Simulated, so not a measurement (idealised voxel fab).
Herein follows the process module entitled voxel fin reveal.
The cross-section shown here is cut; it is 280 nm wide and divided into square cells measuring 5 nm on a side.
We lay out every cross-section as a grid of square cells and spell it out in bands from the top down, where one band means one or more rows of cells.
Per band: top height and bottom height in nm, followed by the left-to-right materials and their widths in nm; "everywhere" marks a single material spanning edge to edge, "blank" marks empty space.
Basically, 0 is our baseline, since under it the wafer straight out of the box is all one material. The bottom band has no lower end and keeps on going down, so it looks like "0 down".
The width entry "30 to 40" should be interpreted row by row: the top row of cells in the band takes the first number, the bottom row takes the second number, and the change between adjacent rows is uniform throughout.
No cell of the cross-section changed in a step that is given as "nothing altered".
If an empty space has no open way to the top and is at least 8 cells in size, "Completely sealed voids" lists it, written width x height at distance, where distance is measured from the left edge and every value is in nm.
If you see something after the settings on a step's line, that's the simulator's own remark about that step.
overlay nm: mask right of planned place by this much (step with mask). Neg. = left.
# These are the steps we planned for the process
1) RECEIVE with material Si
2) CONFORMAL_DEP with material SiN, thk nm 5
3) MASKED_ETCH with tone cover, mask id FINS, width nm 15, pitch nm 40, etch materials SiN, depth nm 5, overlay nm 0
4) MASKED_ETCH with tone cover, mask id FINS, width nm 15, pitch nm 40, etch materials Si, depth nm 35, overlay nm 0
5) OXIDIZE with depth nm 5
6) FILL_DEP with material SiO2, thk nm 15
7) CMP with height nm 5
8) SELECTIVE_ETCH with etch materials SiO2, depth nm 30
9) STRIP with etch materials SiN
# So, the first of our two wafers, run just as we planned it
# Cross-sectional view of the wafer in its as-received condition, corresponding to the state after step 1
0 down = Si everywhere
Completely sealed voids: none
# Upon completion of step 2, the wafer appears in cross-section as shown
5 to 0 = SiN everywhere
Unchanged below 0.
# Upon completion of step 3, the wafer appears in cross-section as shown
5 to 0 = 90 blank, then 15 SiN, then 25 blank, then 15 SiN, then 25 blank, then 15 SiN, then 95 blank
Unchanged below 0.
# Upon completion of step 4, the wafer appears in cross-section as shown
5 to 0 = 90 blank, then 15 SiN, then 25 blank, then 15 SiN, then 25 blank, then 15 SiN, then 95 blank
0 to -35 = 90 blank, then 15 Si, then 25 blank, then 15 Si, then 25 blank, then 15 Si, then 95 blank
Unchanged below -35.
# Upon completion of step 5, the wafer appears in cross-section as shown
5 to 0 = 90 blank, then 15 SiN, then 25 blank, then 15 SiN, then 25 blank, then 15 SiN, then 95 blank
0 to -35 = 90 blank, then 5 SiO2, then 5 Si, then 5 SiO2, then 25 blank, then 5 SiO2, then 5 Si, then 5 SiO2, then 25 blank, then 5 SiO2, then 5 Si, then 5 SiO2, then 95 blank
-35 to -40 = 95 SiO2, then 5 Si, then 35 SiO2, then 5 Si, then 35 SiO2, then 5 Si, then 100 SiO2
Unchanged below -40.
# Upon completion of step 6, the wafer appears in cross-section as shown
20 to 5 = SiO2 everywhere
5 to 0 = 90 SiO2, then 15 SiN, then 25 SiO2, then 15 SiN, then 25 SiO2, then 15 SiN, then 95 SiO2
0 to -40 = 95 SiO2, then 5 Si, then 35 SiO2, then 5 Si, then 35 SiO2, then 5 Si, then 100 SiO2
Unchanged below -40.
# Upon completion of step 7, the wafer appears in cross-section as shown
5 to 0 = 90 SiO2, then 15 SiN, then 25 SiO2, then 15 SiN, then 25 SiO2, then 15 SiN, then 95 SiO2
Unchanged below 0.
# Upon completion of step 8, the wafer appears in cross-section as shown
5 to 0 = 90 blank, then 15 SiN, then 25 blank, then 15 SiN, then 25 blank, then 15 SiN, then 95 blank
0 to -25 = 95 blank, then 5 Si, then 35 blank, then 5 Si, then 35 blank, then 5 Si, then 100 blank
Unchanged below -25.
# Upon completion of step 9, the wafer appears in cross-section as shown
0 to -25 = 95 blank, then 5 Si, then 35 blank, then 5 Si, then 35 blank, then 5 Si, then 100 blank
Unchanged below -25.
# Companion wafer, the second of two: same beginning, same intended sequence, one mistake in carrying it out; through step 3 inclusive it tracks the first exactly
# The second wafer in cross-section, at the planned close of step 4
5 to 0 = 90 blank, then 15 SiN, then 25 blank, then 15 SiN, then 25 blank, then 15 SiN, then 95 blank
0 to -35 = 85 blank, then 25 Si, then 15 blank, then 25 Si, then 15 blank, then 25 Si, then 90 blank
Unchanged below -35.
# The second wafer in cross-section, at the planned close of step 5
5 to 0 = 90 blank, then 15 SiN, then 25 blank, then 15 SiN, then 25 blank, then 15 SiN, then 95 blank
0 to -5 = 85 blank, then 10 SiO2, then 5 Si, then 10 SiO2, then 15 blank, then 10 SiO2, then 5 Si, then 10 SiO2, then 15 blank, then 10 SiO2, then 5 Si, then 10 SiO2, then 90 blank
-5 to -35 = 85 blank, then 5 SiO2, then 15 Si, then 5 SiO2, then 15 blank, then 5 SiO2, then 15 Si, then 5 SiO2, then 15 blank, then 5 SiO2, then 15 Si, then 5 SiO2, then 90 blank
-35 to -40 = 90 SiO2, then 15 Si, then 25 SiO2, then 15 Si, then 25 SiO2, then 15 Si, then 95 SiO2
Unchanged below -40.
# The second wafer in cross-section, at the planned close of step 6
20 to 5 = SiO2 everywhere
5 to 0 = 90 SiO2, then 15 SiN, then 25 SiO2, then 15 SiN, then 25 SiO2, then 15 SiN, then 95 SiO2
0 to -5 = 95 SiO2, then 5 Si, then 35 SiO2, then 5 Si, then 35 SiO2, then 5 Si, then 100 SiO2
-5 to -40 = 90 SiO2, then 15 Si, then 25 SiO2, then 15 Si, then 25 SiO2, then 15 Si, then 95 SiO2
Unchanged below -40.
# The second wafer in cross-section, at the planned close of step 7
5 to 0 = 90 SiO2, then 15 SiN, then 25 SiO2, then 15 SiN, then 25 SiO2, then 15 SiN, then 95 SiO2
Unchanged below 0.
# The second wafer in cross-section, at the planned close of step 8
5 to 0 = 90 blank, then 15 SiN, then 25 blank, then 15 SiN, then 25 blank, then 15 SiN, then 95 blank
0 to -5 = 95 blank, then 5 Si, then 35 blank, then 5 Si, then 35 blank, then 5 Si, then 100 blank
-5 to -25 = 90 blank, then 15 Si, then 25 blank, then 15 Si, then 25 blank, then 15 Si, then 95 blank
Unchanged below -25.
# The second wafer in cross-section, at the planned close of step 9
0 to -5 = 95 blank, then 5 Si, then 35 blank, then 5 Si, then 35 blank, then 5 Si, then 100 blank
Unchanged below -5.
Against the plan, the run slipped here: step 4: run off-plan, actual operation and settings MASKED_ETCH with tone cover, mask id FINS, width nm 25, pitch nm 40, etch materials Si, depth nm 35, overlay nm 0
End of process, cell counts, second wafer against first, materials with more or fewer: Si +42, SiO2 -18
